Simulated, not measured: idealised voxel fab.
process module | voxel air gaps
cross-section cut | 245 nm wide | cells 5 nm
A cross-section is a grid of square cells, given in bands from the top down. A band is one or more rows of cells.
Each band's line starts with the height of the band's top and of its bottom, in nm. Then come its materials from left to right, each with its width in nm. One material with "throughout" fills the band from edge to edge. "air" is empty space.
Height 0 is the level under which the wafer as received is all one material. The lowest band goes on downwards, as in "0 down".
A width such as "30 to 40" changes by the same amount from each row of cells to the next, from the band's top row to its bottom row.
"no change" after a step means that no cell of the cross-section changed.
closed voids: empty space of 8 cells or more with no open way to the top, each as width x height at its distance from the left edge, in nm
after a step's settings: what the simulator itself notes on the step
overlay nm, on a step with a mask: how far to the right of its planned place the mask lay; to the left if negative
plan
1 op RECEIVE | material Si
2 op CONFORMAL_DEP | material SiO2 | thk nm 10
3 op CONFORMAL_DEP | material SiN | thk nm 5
4 op DIRECTIONAL_DEP | material SiO2 | thk nm 35
5 op PATTERN | tone open | mask id LINES | material resist | width nm 20 | pitch nm 50 | thk nm 20 | overlay nm 0
6 op DIRECTIONAL_ETCH | etch materials SiO2 | depth nm 35
7 op STRIP | etch materials resist
8 op CONFORMAL_DEP | material TiN | thk nm 5
9 op FILL_DEP | material W | thk nm 10
10 op CMP | height nm 50
11 op EPI | material Ru | thk nm 10
12 op SELECTIVE_ETCH | etch materials SiO2 | depth nm 45
13 op CONFORMAL_DEP | material SiN | thk nm 5
as received, after step 1
  0 down: Si throughout
  closed voids: none
first wafer at the end, as planned
  65 to 60: air 45 | SiN 150 | air 50
  60 to 50: air 45 | SiN 5 | Ru 40 | SiN 10 | Ru 40 | SiN 10 | Ru 40 | SiN 5 | air 50
  50 to 45: air 45 | SiN 15 | TiN 5 | W 10 | TiN 5 | SiN 30 | TiN 5 | W 10 | TiN 5 | SiN 30 | TiN 5 | W 10 | TiN 5 | SiN 15 | air 50
  45 to 20: air 55 | SiN 5 | TiN 5 | W 10 | TiN 5 | SiN 5 | air 20 | SiN 5 | TiN 5 | W 10 | TiN 5 | SiN 5 | air 20 | SiN 5 | TiN 5 | W 10 | TiN 5 | SiN 5 | air 60
  20 to 15: SiN 60 | TiN 20 | SiN 30 | TiN 20 | SiN 30 | TiN 20 | SiN 65
  15 to 10: SiN throughout
  10 to 0: SiO2 throughout
  0 down: Si throughout
  closed voids: 20 x 25 at 85; 20 x 25 at 135
second wafer at the end: like start, like plan, one mistake
  65 to 60: air 45 | SiO2 150 | air 50
  60 to 50: air 45 | SiO2 5 | Ru 40 | SiO2 10 | Ru 40 | SiO2 10 | Ru 40 | SiO2 5 | air 50
  50 to 45: air 45 | SiO2 15 | TiN 5 | W 10 | TiN 5 | SiO2 30 | TiN 5 | W 10 | TiN 5 | SiO2 30 | TiN 5 | W 10 | TiN 5 | SiO2 15 | air 50
  45 to 20: air 55 | SiO2 5 | TiN 5 | W 10 | TiN 5 | SiO2 5 | air 20 | SiO2 5 | TiN 5 | W 10 | TiN 5 | SiO2 5 | air 20 | SiO2 5 | TiN 5 | W 10 | TiN 5 | SiO2 5 | air 60
  20 to 15: SiO2 60 | TiN 20 | SiO2 30 | TiN 20 | SiO2 30 | TiN 20 | SiO2 65
  15 to 10: SiN throughout
  10 to 0: SiO2 throughout
  0 down: Si throughout
  closed voids: 20 x 25 at 85; 20 x 25 at 135
what went wrong: step 13 ran as: op CONFORMAL_DEP | material SiO2 | thk nm 5
at the end the second wafer has, in cells: 127 fewer of SiN | 127 more of SiO2
